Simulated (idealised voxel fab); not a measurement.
process module | voxel air gaps
cross-section cut | 245 nm wide | cells 5 nm
A cross-section is a grid of square cells, given in bands from the top down. A band is one or more rows of cells.
Each band's line starts with the height of the band's top and of its bottom, in nm. Then come its materials from left to right, each with its width in nm. One material with "throughout" fills the band from edge to edge. "air" is empty space.
Height 0 is the level under which the wafer as received is all one material. The lowest band goes on downwards, as in "0 down".
A width such as "30 to 40" changes by the same amount from each row of cells to the next, from the band's top row to its bottom row.
"no change" after a step means that no cell of the cross-section changed.
closed voids: empty space of 8 cells or more with no open way to the top, each as width x height at its distance from the left edge, in nm
after a step's settings: what the simulator itself notes on the step
overlay nm, on a step with a mask: how far to the right of its planned place the mask lay; to the left if negative
plan
1 op RECEIVE | material Si
2 op CONFORMAL_DEP | material SiO2 | thk nm 10
3 op CONFORMAL_DEP | material SiCN | thk nm 5
4 op DIRECTIONAL_DEP | material SiO2 | thk nm 40
5 op DIRECTIONAL_DEP | material aC | thk nm 15
6 op PATTERN | tone open | mask id LINES | material resist | width nm 25 | pitch nm 55 | thk nm 30 | overlay nm 0
7 op DIRECTIONAL_ETCH | etch materials aC | depth nm 15
8 op STRIP | etch materials resist
9 op DIRECTIONAL_ETCH | etch materials SiO2 | depth nm 40
10 op STRIP | etch materials aC
11 op CONFORMAL_DEP | material TiN | thk nm 5
12 op FILL_DEP | material W | thk nm 10
13 op CMP | height nm 55
14 op EPI | material Ru | thk nm 10
15 op SELECTIVE_ETCH | etch materials SiO2 | depth nm 50
16 op CONFORMAL_DEP | material SiCN | thk nm 5
as received, after step 1
  0 down: Si throughout
  closed voids: none
first wafer at the end, as planned
  70 to 65: air 10 | SiCN 220 | air 15
  65 to 55: air 10 | SiCN 5 | Ru 45 | SiCN 10 | Ru 45 | SiCN 10 | Ru 45 | SiCN 10 | Ru 45 | SiCN 5 | air 15
  55 to 50: air 10 | SiCN 15 | TiN 5 | W 15 | TiN 5 | SiCN 30 | TiN 5 | W 15 | TiN 5 | SiCN 30 | TiN 5 | W 15 | TiN 5 | SiCN 30 | TiN 5 | W 15 | TiN 5 | SiCN 15 | air 15
  50 to 20: air 20 | SiCN 5 | TiN 5 | W 15 | TiN 5 | SiCN 5 | air 20 | SiCN 5 | TiN 5 | W 15 | TiN 5 | SiCN 5 | air 20 | SiCN 5 | TiN 5 | W 15 | TiN 5 | SiCN 5 | air 20 | SiCN 5 | TiN 5 | W 15 | TiN 5 | SiCN 5 | air 25
  20 to 15: SiCN 25 | TiN 25 | SiCN 30 | TiN 25 | SiCN 30 | TiN 25 | SiCN 30 | TiN 25 | SiCN 30
  15 to 10: SiCN throughout
  10 to 0: SiO2 throughout
  0 down: Si throughout
  closed voids: 20 x 30 at 55; 20 x 30 at 110; 20 x 30 at 165
second wafer at the end: like start, like plan, one mistake
  70 to 65: air 15 | SiCN 50 | air 5 | SiCN 50 | air 5 | SiCN 50 | air 5 | SiCN 50 | air 15
  65 to 55: air 15 | SiCN 5 | Ru 40 | SiCN 5 | air 5 | SiCN 5 | Ru 40 | SiCN 5 | air 5 | SiCN 5 | Ru 40 | SiCN 5 | air 5 | SiCN 5 | Ru 40 | SiCN 5 | air 15
  55 to 50: air 15 | SiCN 15 | TiN 5 | W 10 | TiN 5 | SiCN 15 | air 5 | SiCN 15 | TiN 5 | W 10 | TiN 5 | SiCN 15 | air 5 | SiCN 15 | TiN 5 | W 10 | TiN 5 | SiCN 15 | air 5 | SiCN 15 | TiN 5 | W 10 | TiN 5 | SiCN 15 | air 15
  50 to 20: air 25 | SiCN 5 | TiN 5 | W 10 | TiN 5 | SiCN 5 | air 25 | SiCN 5 | TiN 5 | W 10 | TiN 5 | SiCN 5 | air 25 | SiCN 5 | TiN 5 | W 10 | TiN 5 | SiCN 5 | air 25 | SiCN 5 | TiN 5 | W 10 | TiN 5 | SiCN 5 | air 25
  20 to 15: SiCN 30 | TiN 20 | SiCN 35 | TiN 20 | SiCN 35 | TiN 20 | SiCN 35 | TiN 20 | SiCN 30
  15 to 10: SiCN throughout
  10 to 0: SiO2 throughout
  0 down: Si throughout
  closed voids: none
what went wrong: step 6 ran as: op PATTERN | tone open | mask id LINES | material resist | width nm 20 | pitch nm 55 | thk nm 30 | overlay nm 0
at the end the second wafer has, in cells: 8 fewer of Ru | 4 fewer of TiN | 28 fewer of W
closed voids at the end (first wafer, second wafer): 3, 0
